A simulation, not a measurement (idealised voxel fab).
process module | voxel tone inversion
cross-section cut | 295 nm wide | cells 5 nm
A cross-section is a grid of square cells, given in bands from the top down. A band is one or more rows of cells.
Each band's line starts with the height of the band's top and of its bottom, in nm. Then come its materials from left to right, each with its width in nm. One material with "throughout" fills the band from edge to edge. "air" is empty space.
Height 0 is the level under which the wafer as received is all one material. The lowest band goes on downwards, as in "0 down".
A width such as "30 to 40" changes by the same amount from each row of cells to the next, from the band's top row to its bottom row.
"no change" after a step means that no cell of the cross-section changed.
closed voids: empty space of 8 cells or more with no open way to the top, each as width x height at its distance from the left edge, in nm
after a step's settings: what the simulator itself notes on the step
overlay nm, on a step with a mask: how far to the right of its planned place the mask lay; to the left if negative
plan
1 op RECEIVE | material Si
2 op CONFORMAL_DEP | material SiN | thk nm 5
3 op DIRECTIONAL_DEP | material aC | thk nm 20
4 op PATTERN | tone cover | mask id POSTS | material resist | width nm 25 | pitch nm 50 | thk nm 30 | overlay nm 0
5 op DIRECTIONAL_ETCH | etch materials aC | depth nm 20
6 op STRIP | etch materials resist
7 op FILL_DEP | material SiO2 | thk nm 5
8 op CMP | height nm 25
9 op STRIP | etch materials aC
first wafer, as planned
as received, after step 1
  0 down: Si throughout
  closed voids: none
after step 2
  5 to 0: SiN throughout
  below 0: unchanged
after step 3
  25 to 5: aC throughout
  below 5: unchanged
after step 4
  55 to 25: air 60 | resist 25 | air 25 | resist 25 | air 25 | resist 25 | air 25 | resist 25 | air 60
  below 25: unchanged
after step 5
  35 to 25: air 60 | resist 25 | air 25 | resist 25 | air 25 | resist 25 | air 25 | resist 25 | air 60
  25 to 5: air 60 | aC 25 | air 25 | aC 25 | air 25 | aC 25 | air 25 | aC 25 | air 60
  below 5: unchanged
after step 6
  25 to 5: air 60 | aC 25 | air 25 | aC 25 | air 25 | aC 25 | air 25 | aC 25 | air 60
  below 5: unchanged
after step 7
  30 to 25: SiO2 throughout
  25 to 5: SiO2 60 | aC 25 | SiO2 25 | aC 25 | SiO2 25 | aC 25 | SiO2 25 | aC 25 | SiO2 60
  below 5: unchanged
after step 8
  25 to 5: SiO2 60 | aC 25 | SiO2 25 | aC 25 | SiO2 25 | aC 25 | SiO2 25 | aC 25 | SiO2 60
  below 5: unchanged
after step 9
  25 to 5: SiO2 60 | air 25 | SiO2 25 | air 25 | SiO2 25 | air 25 | SiO2 25 | air 25 | SiO2 60
  below 5: unchanged
second wafer: like start, like plan, one mistake. Through step 2 it matches the first wafer
when step 3 should have ended
  25 to 0: SiN throughout
  below 0: unchanged
when step 4 should have ended
  55 to 25: air 60 | resist 25 | air 25 | resist 25 | air 25 | resist 25 | air 25 | resist 25 | air 60
  below 25: unchanged
when step 5 should have ended
  35 to 25: air 60 | resist 25 | air 25 | resist 25 | air 25 | resist 25 | air 25 | resist 25 | air 60
  below 25: unchanged
when step 6 should have ended
  25 to 0: SiN throughout
  below 0: unchanged
when step 7 should have ended
  30 to 25: SiO2 throughout
  below 25: unchanged
when step 8 should have ended
  25 to 0: SiN throughout
  below 0: unchanged
when step 9 should have ended: no change
what went wrong: step 3 ran as: op DIRECTIONAL_DEP | material SiN | thk nm 20
at the end the second wafer has, in cells: 236 more of SiN | 156 fewer of SiO2
